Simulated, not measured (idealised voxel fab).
The process module presented herein is designated voxel self aligned contacts.
Cross-section cut: width 170 nm, square cells of 5 nm.
This document writes a cross-section as a grid whose cells are square, and gives it as bands, listed from the top down; one or more rows of cells form a band.
Heights first: top, then bottom, in nm. Then materials, left to right, each with a width in nm. "throughout" on a single material: fills the band edge to edge. "blank": empty space.
Ref level 0: as-received wafer is one material below here. Bottom band extends down with no lower bound ("0 nm and below").
Width "30->40": first value at the band's top row of cells, second value at its bottom row, equal change from row to row.
For the purposes of this document, the phrase "nothing altered" attached to a step denotes that no cell within the cross-section was modified by that step.
Closed-off voids of 8+ cells (no open route to the top) go in "Non-vented voids", written width x height at distance from the left edge, in nm.
Anything after a step's settings on that line? It's the simulator's own note about the step.
overlay nm: on a step with a mask, how far right of its planned place the mask lay; negative means left.

### Process steps foreseen in the plan
step 1: RECEIVE, material Si
step 2: OXIDIZE, depth nm 5
step 3: DIRECTIONAL_DEP, material polySi, thk nm 20
step 4: DIRECTIONAL_DEP, material SiN, thk nm 15
step 5: DIRECTIONAL_DEP, material aC, thk nm 10
step 6: PATTERN, tone cover, mask id GATE, material resist, width nm 35, pitch nm 65, thk nm 25, overlay nm 0
step 7: DIRECTIONAL_ETCH, etch materials aC, depth nm 10
step 8: STRIP, etch materials resist
step 9: DIRECTIONAL_ETCH, etch materials SiN, depth nm 15
step 10: DIRECTIONAL_ETCH, etch materials polySi, depth nm 20
step 11: STRIP, etch materials aC
step 12: CONFORMAL_DEP, material SiN, thk nm 5
step 13: DIRECTIONAL_ETCH, etch materials SiN, depth nm 5
step 14: FILL_DEP, material SiO2, thk nm 15
step 15: CMP, height nm 40
step 16: DIRECTIONAL_DEP, material aC, thk nm 15
step 17: PATTERN, tone open, mask id CONTACT, material resist, width nm 50, thk nm 30, overlay nm 0
step 18: DIRECTIONAL_ETCH, etch materials aC, depth nm 15
step 19: STRIP, etch materials resist
step 20: DIRECTIONAL_ETCH, etch materials SiO2, depth nm 45
step 21: STRIP, etch materials aC
step 22: CONFORMAL_DEP, material TiN, thk nm 5
step 23: FILL_DEP, material W, thk nm 10
step 24: CMP, height nm 40
step 25: CONFORMAL_DEP, material SiCN, thk nm 5

### First wafer of two (run as planned)

### Received-state cross-section, reflecting completion of step 1
    0 nm and below  Si throughout
    Non-vented voids: none

### Once step 2 is through, the wafer looks like this in cross-section
    0 nm to -5 nm  SiO2 throughout
    Below -5 it's all the same as before, nothing changed down there.

### Once step 3 is through, the wafer looks like this in cross-section
    20 nm to 0 nm  polySi throughout
    Below 0 it's all the same as before, nothing changed down there.

### Once step 4 is through, the wafer looks like this in cross-section
    35 nm to 20 nm  SiN throughout
    Below 20 it's all the same as before, nothing changed down there.

### Once step 5 is through, the wafer looks like this in cross-section
    45 nm to 35 nm  aC throughout
    Below 35 it's all the same as before, nothing changed down there.

### Once step 6 is through, the wafer looks like this in cross-section
    70 nm to 45 nm  blank 35  resist 35  blank 30  resist 35  blank 35
    Below 45 it's all the same as before, nothing changed down there.

### Once step 7 is through, the wafer looks like this in cross-section
    60 nm to 45 nm  blank 35  resist 35  blank 30  resist 35  blank 35
    45 nm to 35 nm  blank 35  aC 35  blank 30  aC 35  blank 35
    Below 35 it's all the same as before, nothing changed down there.

### Once step 8 is through, the wafer looks like this in cross-section
    45 nm to 35 nm  blank 35  aC 35  blank 30  aC 35  blank 35
    Below 35 it's all the same as before, nothing changed down there.

### Once step 9 is through, the wafer looks like this in cross-section
    45 nm to 35 nm  blank 35  aC 35  blank 30  aC 35  blank 35
    35 nm to 20 nm  blank 35  SiN 35  blank 30  SiN 35  blank 35
    Below 20 it's all the same as before, nothing changed down there.

### Once step 10 is through, the wafer looks like this in cross-section
    45 nm to 35 nm  blank 35  aC 35  blank 30  aC 35  blank 35
    35 nm to 20 nm  blank 35  SiN 35  blank 30  SiN 35  blank 35
    20 nm to 0 nm  blank 35  polySi 35  blank 30  polySi 35  blank 35
    Below 0 it's all the same as before, nothing changed down there.

### Once step 11 is through, the wafer looks like this in cross-section
    35 nm to 20 nm  blank 35  SiN 35  blank 30  SiN 35  blank 35
    Below 20 it's all the same as before, nothing changed down there.

### Once step 12 is through, the wafer looks like this in cross-section
    40 nm to 20 nm  blank 30  SiN 45  blank 20  SiN 45  blank 30
    20 nm to 5 nm  blank 30  SiN 5  polySi 35  SiN 5  blank 20  SiN 5  polySi 35  SiN 5  blank 30
    5 nm to 0 nm  SiN 35  polySi 35  SiN 30  polySi 35  SiN 35
    Below 0 it's all the same as before, nothing changed down there.

### Once step 13 is through, the wafer looks like this in cross-section
    35 nm to 20 nm  blank 30  SiN 45  blank 20  SiN 45  blank 30
    20 nm to 0 nm  blank 30  SiN 5  polySi 35  SiN 5  blank 20  SiN 5  polySi 35  SiN 5  blank 30
    Below 0 it's all the same as before, nothing changed down there.

### Once step 14 is through, the wafer looks like this in cross-section
    50 nm to 35 nm  SiO2 throughout
    35 nm to 20 nm  SiO2 30  SiN 45  SiO2 20  SiN 45  SiO2 30
    20 nm to 0 nm  SiO2 30  SiN 5  polySi 35  SiN 5  SiO2 20  SiN 5  polySi 35  SiN 5  SiO2 30
    Below 0 it's all the same as before, nothing changed down there.

### Once step 15 is through, the wafer looks like this in cross-section
    40 nm to 35 nm  SiO2 throughout
    Below 35 it's all the same as before, nothing changed down there.

### Once step 16 is through, the wafer looks like this in cross-section
    55 nm to 40 nm  aC throughout
    Below 40 it's all the same as before, nothing changed down there.

### Once step 17 is through, the wafer looks like this in cross-section
    85 nm to 55 nm  resist 60  blank 50  resist 60
    Below 55 it's all the same as before, nothing changed down there.

### Once step 18 is through, the wafer looks like this in cross-section
    70 nm to 55 nm  resist 60  blank 50  resist 60
    55 nm to 40 nm  aC 60  blank 50  aC 60
    Below 40 it's all the same as before, nothing changed down there.

### Once step 19 is through, the wafer looks like this in cross-section
    55 nm to 40 nm  aC 60  blank 50  aC 60
    Below 40 it's all the same as before, nothing changed down there.

### Once step 20 is through, the wafer looks like this in cross-section
    55 nm to 40 nm  aC 60  blank 50  aC 60
    40 nm to 35 nm  SiO2 60  blank 50  SiO2 60
    35 nm to 20 nm  SiO2 30  SiN 45  blank 20  SiN 45  SiO2 30
    20 nm to 0 nm  SiO2 30  SiN 5  polySi 35  SiN 5  blank 20  SiN 5  polySi 35  SiN 5  SiO2 30
    0 nm to -5 nm  SiO2 75  blank 20  SiO2 75
    Below -5 it's all the same as before, nothing changed down there.

### Once step 21 is through, the wafer looks like this in cross-section
    40 nm to 35 nm  SiO2 60  blank 50  SiO2 60
    Below 35 it's all the same as before, nothing changed down there.

### Once step 22 is through, the wafer looks like this in cross-section
    45 nm to 40 nm  TiN 65  blank 40  TiN 65
    40 nm to 35 nm  SiO2 60  TiN 20  blank 10  TiN 20  SiO2 60
    35 nm to 20 nm  SiO2 30  SiN 45  TiN 5  blank 10  TiN 5  SiN 45  SiO2 30
    20 nm to 0 nm  SiO2 30  SiN 5  polySi 35  SiN 5  TiN 5  blank 10  TiN 5  SiN 5  polySi 35  SiN 5  SiO2 30
    0 nm to -5 nm  SiO2 75  TiN 20  SiO2 75
    Below -5 it's all the same as before, nothing changed down there.

### Once step 23 is through, the wafer looks like this in cross-section
    55 nm to 45 nm  W throughout
    45 nm to 40 nm  TiN 65  W 40  TiN 65
    40 nm to 35 nm  SiO2 60  TiN 20  W 10  TiN 20  SiO2 60
    35 nm to 20 nm  SiO2 30  SiN 45  TiN 5  W 10  TiN 5  SiN 45  SiO2 30
    20 nm to 0 nm  SiO2 30  SiN 5  polySi 35  SiN 5  TiN 5  W 10  TiN 5  SiN 5  polySi 35  SiN 5  SiO2 30
    Below 0 it's all the same as before, nothing changed down there.

### Once step 24 is through, the wafer looks like this in cross-section
    40 nm to 35 nm  SiO2 60  TiN 20  W 10  TiN 20  SiO2 60
    Below 35 it's all the same as before, nothing changed down there.

### Once step 25 is through, the wafer looks like this in cross-section
    45 nm to 40 nm  SiCN throughout
    Below 40 it's all the same as before, nothing changed down there.

### The second wafer began exactly as the first did and followed the same plan, but one mistake was made while running it; through step 1 inclusive, the two wafers are identical

### Second wafer cross-section, taken as of the time the plan sets for step 2 to be done
    0 nm to -15 nm  SiO2 throughout
    Below -15 it's all the same as before, nothing changed down there.

### Second wafer cross-section, taken as of the time the plan sets for step 3 to be done
    20 nm to 0 nm  polySi throughout
    Below 0 it's all the same as before, nothing changed down there.

### Second wafer cross-section, taken as of the time the plan sets for step 4 to be done
    35 nm to 20 nm  SiN throughout
    Below 20 it's all the same as before, nothing changed down there.

### Second wafer cross-section, taken as of the time the plan sets for step 5 to be done
    45 nm to 35 nm  aC throughout
    Below 35 it's all the same as before, nothing changed down there.

### Second wafer cross-section, taken as of the time the plan sets for step 6 to be done
    70 nm to 45 nm  blank 35  resist 35  blank 30  resist 35  blank 35
    Below 45 it's all the same as before, nothing changed down there.

### Second wafer cross-section, taken as of the time the plan sets for step 7 to be done
    60 nm to 45 nm  blank 35  resist 35  blank 30  resist 35  blank 35
    45 nm to 35 nm  blank 35  aC 35  blank 30  aC 35  blank 35
    Below 35 it's all the same as before, nothing changed down there.

### Second wafer cross-section, taken as of the time the plan sets for step 8 to be done
    45 nm to 35 nm  blank 35  aC 35  blank 30  aC 35  blank 35
    Below 35 it's all the same as before, nothing changed down there.

### Second wafer cross-section, taken as of the time the plan sets for step 9 to be done
    45 nm to 35 nm  blank 35  aC 35  blank 30  aC 35  blank 35
    35 nm to 20 nm  blank 35  SiN 35  blank 30  SiN 35  blank 35
    Below 20 it's all the same as before, nothing changed down there.

### Second wafer cross-section, taken as of the time the plan sets for step 10 to be done
    45 nm to 35 nm  blank 35  aC 35  blank 30  aC 35  blank 35
    35 nm to 20 nm  blank 35  SiN 35  blank 30  SiN 35  blank 35
    20 nm to 0 nm  blank 35  polySi 35  blank 30  polySi 35  blank 35
    Below 0 it's all the same as before, nothing changed down there.

### Second wafer cross-section, taken as of the time the plan sets for step 11 to be done
    35 nm to 20 nm  blank 35  SiN 35  blank 30  SiN 35  blank 35
    Below 20 it's all the same as before, nothing changed down there.

### Second wafer cross-section, taken as of the time the plan sets for step 12 to be done
    40 nm to 20 nm  blank 30  SiN 45  blank 20  SiN 45  blank 30
    20 nm to 5 nm  blank 30  SiN 5  polySi 35  SiN 5  blank 20  SiN 5  polySi 35  SiN 5  blank 30
    5 nm to 0 nm  SiN 35  polySi 35  SiN 30  polySi 35  SiN 35
    Below 0 it's all the same as before, nothing changed down there.

### Second wafer cross-section, taken as of the time the plan sets for step 13 to be done
    35 nm to 20 nm  blank 30  SiN 45  blank 20  SiN 45  blank 30
    20 nm to 0 nm  blank 30  SiN 5  polySi 35  SiN 5  blank 20  SiN 5  polySi 35  SiN 5  blank 30
    Below 0 it's all the same as before, nothing changed down there.

### Second wafer cross-section, taken as of the time the plan sets for step 14 to be done
    50 nm to 35 nm  SiO2 throughout
    35 nm to 20 nm  SiO2 30  SiN 45  SiO2 20  SiN 45  SiO2 30
    20 nm to 0 nm  SiO2 30  SiN 5  polySi 35  SiN 5  SiO2 20  SiN 5  polySi 35  SiN 5  SiO2 30
    Below 0 it's all the same as before, nothing changed down there.

### Second wafer cross-section, taken as of the time the plan sets for step 15 to be done
    40 nm to 35 nm  SiO2 throughout
    Below 35 it's all the same as before, nothing changed down there.

### Second wafer cross-section, taken as of the time the plan sets for step 16 to be done
    55 nm to 40 nm  aC throughout
    Below 40 it's all the same as before, nothing changed down there.

### Second wafer cross-section, taken as of the time the plan sets for step 17 to be done
    85 nm to 55 nm  resist 60  blank 50  resist 60
    Below 55 it's all the same as before, nothing changed down there.

### Second wafer cross-section, taken as of the time the plan sets for step 18 to be done
    70 nm to 55 nm  resist 60  blank 50  resist 60
    55 nm to 40 nm  aC 60  blank 50  aC 60
    Below 40 it's all the same as before, nothing changed down there.

### Second wafer cross-section, taken as of the time the plan sets for step 19 to be done
    55 nm to 40 nm  aC 60  blank 50  aC 60
    Below 40 it's all the same as before, nothing changed down there.

### Second wafer cross-section, taken as of the time the plan sets for step 20 to be done
    55 nm to 40 nm  aC 60  blank 50  aC 60
    40 nm to 35 nm  SiO2 60  blank 50  SiO2 60
    35 nm to 20 nm  SiO2 30  SiN 45  blank 20  SiN 45  SiO2 30
    20 nm to 0 nm  SiO2 30  SiN 5  polySi 35  SiN 5  blank 20  SiN 5  polySi 35  SiN 5  SiO2 30
    0 nm to -5 nm  SiO2 75  blank 20  SiO2 75
    Below -5 it's all the same as before, nothing changed down there.

### Second wafer cross-section, taken as of the time the plan sets for step 21 to be done
    40 nm to 35 nm  SiO2 60  blank 50  SiO2 60
    Below 35 it's all the same as before, nothing changed down there.

### Second wafer cross-section, taken as of the time the plan sets for step 22 to be done
    45 nm to 40 nm  TiN 65  blank 40  TiN 65
    40 nm to 35 nm  SiO2 60  TiN 20  blank 10  TiN 20  SiO2 60
    35 nm to 20 nm  SiO2 30  SiN 45  TiN 5  blank 10  TiN 5  SiN 45  SiO2 30
    20 nm to 0 nm  SiO2 30  SiN 5  polySi 35  SiN 5  TiN 5  blank 10  TiN 5  SiN 5  polySi 35  SiN 5  SiO2 30
    0 nm to -5 nm  SiO2 75  TiN 20  SiO2 75
    Below -5 it's all the same as before, nothing changed down there.

### Second wafer cross-section, taken as of the time the plan sets for step 23 to be done
    55 nm to 45 nm  W throughout
    45 nm to 40 nm  TiN 65  W 40  TiN 65
    40 nm to 35 nm  SiO2 60  TiN 20  W 10  TiN 20  SiO2 60
    35 nm to 20 nm  SiO2 30  SiN 45  TiN 5  W 10  TiN 5  SiN 45  SiO2 30
    20 nm to 0 nm  SiO2 30  SiN 5  polySi 35  SiN 5  TiN 5  W 10  TiN 5  SiN 5  polySi 35  SiN 5  SiO2 30
    Below 0 it's all the same as before, nothing changed down there.

### Second wafer cross-section, taken as of the time the plan sets for step 24 to be done
    40 nm to 35 nm  SiO2 60  TiN 20  W 10  TiN 20  SiO2 60
    Below 35 it's all the same as before, nothing changed down there.

### Second wafer cross-section, taken as of the time the plan sets for step 25 to be done
    45 nm to 40 nm  SiCN throughout
    Below 40 it's all the same as before, nothing changed down there.
What broke from the plan during processing? the process deviated at step 2: the operation and settings actually run there were OXIDIZE, depth nm 15
Wafer comparison, final, in cells, second relative to first, materials more or fewer: Si: 68 fewer, SiO2: 68 more
